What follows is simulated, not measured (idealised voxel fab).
The document below concerns the process module designated voxel air gaps.
Pictured: cross-section cut, 220 nm wide, on a grid of 5 nm square cells.
Square cells in a grid make up a cross-section in this document, and the grid is given as bands, listed from the top down, each one or more rows of cells. This entry defines a band. It first specifies the height of the band's top and the height of its bottom in nm, and then specifies the band's materials from left to right, stating each material with its width in nm. The word "edge to edge" identifies a single material that fills the band from edge to edge, while the word "blank" identifies empty space. The level at which height equals 0 is the one under which the wafer, as it arrives, is entirely one material. No lower edge exists for the bottom band, which continues downward and is notated as in "0 nm and below". Graded width ("30..40"): value in top row of band = first number; value in bottom row = second number; row-to-row change constant. You'll sometimes find "no alterations made" written for a step, and that's the way of saying that nowhere in the cross-section did a cell change during that step. Basically, "Completely sealed voids" tells you about the enclosed voids: empty spaces with no open way to the top, 8 cells or bigger, each written width x height at distance, where distance is from the left edge, all in nm. It should be noted that, on the line of a given step, the content following the step's settings is a remark produced by the simulator itself with respect to that step. overlay nm: for a step with a mask, the amount by which the mask lay right of where it was planned; a negative amount means left of it.
The process steps that were planned are listed below:
step 1: op RECEIVE | material Si
step 2: op CONFORMAL_DEP | material SiO2 | thk nm 10
step 3: op CONFORMAL_DEP | material SiN | thk nm 5
step 4: op DIRECTIONAL_DEP | material lowk | thk nm 35
step 5: op DIRECTIONAL_DEP | material aC | thk nm 15
step 6: op PATTERN | tone open | mask id LINES | material resist | width nm 25 | pitch nm 50 | thk nm 30 | overlay nm 0
step 7: op DIRECTIONAL_ETCH | etch materials aC | depth nm 15
step 8: op STRIP | etch materials resist
step 9: op DIRECTIONAL_ETCH | etch materials lowk | depth nm 35
step 10: op STRIP | etch materials aC
step 11: op CONFORMAL_DEP | material TiN | thk nm 5
step 12: op FILL_DEP | material Ru | thk nm 5
step 13: op CMP | height nm 50
step 14: op EPI | material Ru | thk nm 10
step 15: op SELECTIVE_ETCH | etch materials lowk | depth nm 45
step 16: op CONFORMAL_DEP | material SiCN | thk nm 5
Wafer cross-section on receipt, i.e. after step 1:
    0 nm and below = Si edge to edge
    Completely sealed voids: none
Cross-section at module end, one run error; start and plan unchanged from above:
    65 nm to 60 nm = SiCN edge to edge
    60 nm to 50 nm = Ru (30), SiCN (5), Ru (45), SiCN (5), Ru (45), SiCN (5), Ru (45), SiCN (5), Ru (35)
    50 nm to 45 nm = Ru (15), TiN (5), SiCN (25), TiN (5), Ru (15), TiN (5), SiCN (25), TiN (5), Ru (15), TiN (5), SiCN (25), TiN (5), Ru (15), TiN (5), SiCN (25), TiN (5), Ru (20)
    45 nm to 20 nm = Ru (15), TiN (5), SiCN (5), blank (15), SiCN (5), TiN (5), Ru (15), TiN (5), SiCN (5), blank (15), SiCN (5), TiN (5), Ru (15), TiN (5), SiCN (5), blank (15), SiCN (5), TiN (5), Ru (15), TiN (5), SiCN (5), blank (15), SiCN (5), TiN (5), Ru (20)
    20 nm to 15 nm = TiN (20), SiCN (25), TiN (25), SiCN (25), TiN (25), SiCN (25), TiN (25), SiCN (25), TiN (25)
    15 nm to 10 nm = SiN edge to edge
    10 nm to 0 nm = SiO2 edge to edge
    0 nm and below = Si edge to edge
    Completely sealed voids: 15 x 25 at 25; 15 x 25 at 75; 15 x 25 at 125; 15 x 25 at 175
Deviation noted in wafer processing: step 6 did not use the planned setting and instead ran as op PATTERN | tone cover | mask id LINES | material resist | width nm 25 | pitch nm 50 | thk nm 30 | overlay nm 0
